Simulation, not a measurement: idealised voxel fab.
Presented below is a process module, voxel wiring stack.
Shown is cross-section cut, with a width of 300 nm and square cells of size 5 nm.
Reading order for cross-sections: top band down to bottom band. Underlying form: a grid of square cells. Band size: one or more rows of cells. Top, bottom (nm), then materials left to right with widths (nm); lone material tagged "full width" fills the whole band edge to edge; "blank" = empty space. Height datum 0, below which the as-received substrate wafer is one material. Lowest band open at the bottom, running downward: "z 0 and below". Think of "30 to 40" as a width that walks from the first number to the second as you go down the band, top row to bottom row, taking equal-sized steps from row to row. Step note "nothing altered" = no cross-section cell changed. In the "Trapped voids" entry, you get each enclosed empty space of 8 cells or more, one with no open way to the top, written width x height at distance, distance from the left edge, in nm. Post-settings text on a step line: simulator's own remark regarding the step. If you see "overlay nm" on a step's line and that step has a mask, it's telling you how far right of where it was planned the mask ended up; a negative number means it went left instead.
LISTED BELOW ARE THE PROCESS STEPS AS PLANNED
- 1: RECEIVE [material Si]
- 2: CONFORMAL_DEP [material SiO2] [thk nm 15]
- 3: DIRECTIONAL_DEP [material TiN] [thk nm 5]
- 4: DIRECTIONAL_DEP [material W] [thk nm 25]
- 5: DIRECTIONAL_DEP [material aC] [thk nm 15]
- 6: PATTERN [tone cover] [mask id METAL_1] [material resist] [width nm 20] [pitch nm 35] [thk nm 30] [overlay nm 0]
- 7: DIRECTIONAL_ETCH [etch materials aC] [depth nm 15]
- 8: STRIP [etch materials resist]
- 9: DIRECTIONAL_ETCH [etch materials W] [depth nm 25]
- 10: DIRECTIONAL_ETCH [etch materials TiN] [depth nm 5]
- 11: STRIP [etch materials aC]
- 12: FILL_DEP [material SiO2] [thk nm 10]
- 13: CMP [height nm 45]
- 14: CONFORMAL_DEP [material SiCN] [thk nm 5]
- 15: DIRECTIONAL_DEP [material lowk] [thk nm 20]
- 16: PATTERN [tone open] [mask id PLUG_1] [material resist] [width nm 15] [thk nm 20] [overlay nm 0]
- 17: DIRECTIONAL_ETCH [etch materials lowk] [depth nm 20]
- 18: DIRECTIONAL_ETCH [etch materials SiCN] [depth nm 5]
- 19: STRIP [etch materials resist]
- 20: EPI [material Ru] [thk nm 10]
- 21: EPI [material Ru] [thk nm 10]
- 22: EPI [material Ru] [thk nm 5]
- 23: DIRECTIONAL_DEP [material TiN] [thk nm 5]
- 24: DIRECTIONAL_DEP [material W] [thk nm 25]
- 25: DIRECTIONAL_DEP [material aC] [thk nm 15]
- 26: PATTERN [tone cover] [mask id METAL_2] [material resist] [width nm 20] [pitch nm 35] [thk nm 35] [overlay nm 0]
- 27: DIRECTIONAL_ETCH [etch materials aC] [depth nm 15]
- 28: STRIP [etch materials resist]
- 29: DIRECTIONAL_ETCH [etch materials W] [depth nm 25]
- 30: DIRECTIONAL_ETCH [etch materials TiN] [depth nm 5]
- 31: STRIP [etch materials aC]
- 32: CONFORMAL_DEP [material SiN] [thk nm 5]
- 33: FILL_DEP [material SiO2] [thk nm 5]
- 34: CMP [height nm 100]
- 35: CONFORMAL_DEP [material SiCN] [thk nm 5]
- 36: DIRECTIONAL_DEP [material SiO2] [thk nm 20]
- 37: PATTERN [tone open] [mask id PLUG_2] [material resist] [width nm 15] [thk nm 20] [overlay nm 0]
- 38: DIRECTIONAL_ETCH [etch materials SiO2] [depth nm 20]
- 39: DIRECTIONAL_ETCH [etch materials SiCN] [depth nm 5]
- 40: STRIP [etch materials resist]
- 41: EPI [material Ru] [thk nm 10]
- 42: EPI [material Ru] [thk nm 10]
- 43: EPI [material Ru] [thk nm 5]
- 44: DIRECTIONAL_DEP [material TiN] [thk nm 5]
- 45: DIRECTIONAL_DEP [material Ru] [thk nm 15]
- 46: MASKED_ETCH [tone cover] [mask id METAL_3] [width nm 20] [pitch nm 35] [etch materials Ru] [depth nm 15] [overlay nm 0]
- 47: MASKED_ETCH [tone cover] [mask id METAL_3] [width nm 20] [pitch nm 35] [etch materials TiN] [depth nm 5] [overlay nm 0]
- 48: CONFORMAL_DEP [material SiCN] [thk nm 5]
- 49: FILL_DEP [material SiO2] [thk nm 5]
- 50: CMP [height nm 145]
- 51: CONFORMAL_DEP [material SiCN] [thk nm 5]
CROSS-SECTION OF THE WAFER AT RECEIPT, WHICH IS THE CONDITION AFTER STEP 1
* z 0 and below: Si full width
* Trapped voids: none
THE FIRST OF THE TWO WAFERS AS SEEN IN CROSS-SECTION ONCE THE MODULE WAS FINISHED; PROCESSING FOLLOWED THE PLAN
* z 150 to 145: SiCN full width
* z 145 to 130: SiO2 (115); SiCN (5); Ru (20); SiCN (5); SiO2 (5); SiCN (5); Ru (20); SiCN (5); SiO2 (120)
* z 130 to 125: SiCN (120); TiN (20); SiCN (15); TiN (20); SiCN (125)
* z 125 to 105: SiO2 (120); Ru (15); SiO2 (165)
* z 105 to 100: SiCN (120); Ru (15); SiCN (165)
* z 100 to 75: SiO2 (115); SiN (5); W (20); SiN (5); SiO2 (5); SiN (5); W (20); SiN (5); SiO2 (120)
* z 75 to 70: SiN (120); TiN (20); SiN (15); TiN (20); SiN (125)
* z 70 to 50: lowk (120); Ru (15); lowk (165)
* z 50 to 45: SiCN (120); Ru (15); SiCN (165)
* z 45 to 20: SiO2 (120); W (20); SiO2 (15); W (20); SiO2 (125)
* z 20 to 15: SiO2 (120); TiN (20); SiO2 (15); TiN (20); SiO2 (125)
* z 15 to 0: SiO2 full width
* z 0 and below: Si full width
* Trapped voids: none
THIS CROSS-SECTION BELONGS TO THE SECOND WAFER OF TWO AT THE END OF THE MODULE; THE START AND THE PLAN WERE SHARED WITH THE FIRST, AND THE RUN INCLUDED ONE MISTAKE
* z 150 to 145: SiCN full width
* z 145 to 130: SiO2 (115); SiCN (5); Ru (20); SiCN (5); SiO2 (5); SiCN (5); Ru (20); SiCN (5); SiO2 (120)
* z 130 to 125: SiCN (120); TiN (20); SiCN (15); TiN (20); SiCN (125)
* z 125 to 105: SiO2 (115); Ru (25); SiO2 (160)
* z 105 to 100: SiCN (115); Ru (25); SiCN (160)
* z 100 to 75: SiO2 (115); SiN (5); W (20); SiN (5); SiO2 (5); SiN (5); W (20); SiN (5); SiO2 (120)
* z 75 to 70: SiN (120); TiN (20); SiN (15); TiN (20); SiN (125)
* z 70 to 50: lowk (120); Ru (15); lowk (165)
* z 50 to 45: SiCN (120); Ru (15); SiCN (165)
* z 45 to 20: SiO2 (120); W (20); SiO2 (15); W (20); SiO2 (125)
* z 20 to 15: SiO2 (120); TiN (20); SiO2 (15); TiN (20); SiO2 (125)
* z 15 to 0: SiO2 full width
* z 0 and below: Si full width
* Trapped voids: none
Deviation from plan: step 37 ran with different settings than intended, the actual operation and settings being PATTERN [tone open] [mask id PLUG_2] [material resist] [width nm 25] [thk nm 20] [overlay nm 0]
The final cell counts differ between the wafers, with the second having more or fewer of some materials than the first: Ru +10 | SiCN -2 | SiO2 -8
